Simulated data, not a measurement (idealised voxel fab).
The following process module bears the name voxel local oxidation.
Each square cell in cross-section cut measures 5 nm, and the section as a whole is 205 nm wide.
Format of a cross-section: grid, square cells. Given as bands. Order: top down. Band: one or more rows of cells.
The band entry comprises the height of the band's top followed by the height of its bottom, expressed in nm, and subsequently the band's materials from left to right, each stated together with its width in nm. Where a single material is marked with the word "throughout", that material fills the band from edge to edge. The word "empty" represents empty space.
Heights are measured from 0, the level below which the as-received wafer is all one material; the lowest band has no bottom and continues downward, written as in "0 down".
The two numbers in a width such as "30->40" mark its ends across the band: the first belongs to the top row of cells, the second to the bottom row, and from each row to the next the width moves by the same amount.
"remained the same" after a step means that no cell of the cross-section changed.
"Closed cavity list": empty spaces of 8 cells or more with no open way to the top, each given as width x height at distance, distance from the left edge, all in nm.
Where a step's line continues beyond its settings, the continuation is a remark by the simulator itself on that step.
A step's line can hold "overlay nm"; with a mask on that step, the setting says how far right of the planned place the mask lay, while a negative setting says it lay to the left.
[Steps in the process plan]
- 1: RECEIVE with material Si
- 2: OXIDIZE with depth nm 5
- 3: CONFORMAL_DEP with material SiN, thk nm 15
- 4: DIRECTIONAL_DEP with material aC, thk nm 15
- 5: PATTERN with tone cover, mask id ACTIVE, material resist, width nm 130, thk nm 35, overlay nm 0
- 6: DIRECTIONAL_ETCH with etch materials aC, depth nm 15
- 7: STRIP with etch materials resist
- 8: DIRECTIONAL_ETCH with etch materials SiN, depth nm 15
- 9: STRIP with etch materials aC
- 10: SELECTIVE_ETCH with etch materials SiO2, depth nm 5
- 11: OXIDIZE with depth nm 5
- 12: STRIP with etch materials SiN
Split variable: depth nm, step 11. Plan value = first wafer. Wafers start alike.
[Here's the first of the wafers in cross-section, just as we got it, i.e. after step 1]
- 0 down  Si throughout
- Closed cavity list: none
[Last step of the module is step 12; after it, the first of several wafers in cross-section]
- 0 to -5  empty: 40  SiO2: 120  empty: 45
- -5 to -10  SiO2: 45  Si: 110  SiO2: 50
- -10 down  Si throughout
- Closed cavity list: none
[The final wafer, sectioned at module end]
- 0 to -5  empty: 40  SiO2: 120  empty: 45
- -5 to -35  SiO2: 70  Si: 60  SiO2: 75
- -35 down  Si throughout
- Closed cavity list: none
[Per wafer, end of module: cells gained (+) or lost (-) per material since receipt, then closed voids]
depth nm 5; -60 Si; +43 SiO2; Closed cavity list: none
depth nm 10; -83 Si; +66 SiO2; Closed cavity list: none
depth nm 15; -110 Si; +93 SiO2; Closed cavity list: none
depth nm 20; -141 Si; +124 SiO2; Closed cavity list: none
depth nm 25; -176 Si; +159 SiO2; Closed cavity list: none
depth nm 30; -215 Si; +198 SiO2; Closed cavity list: none
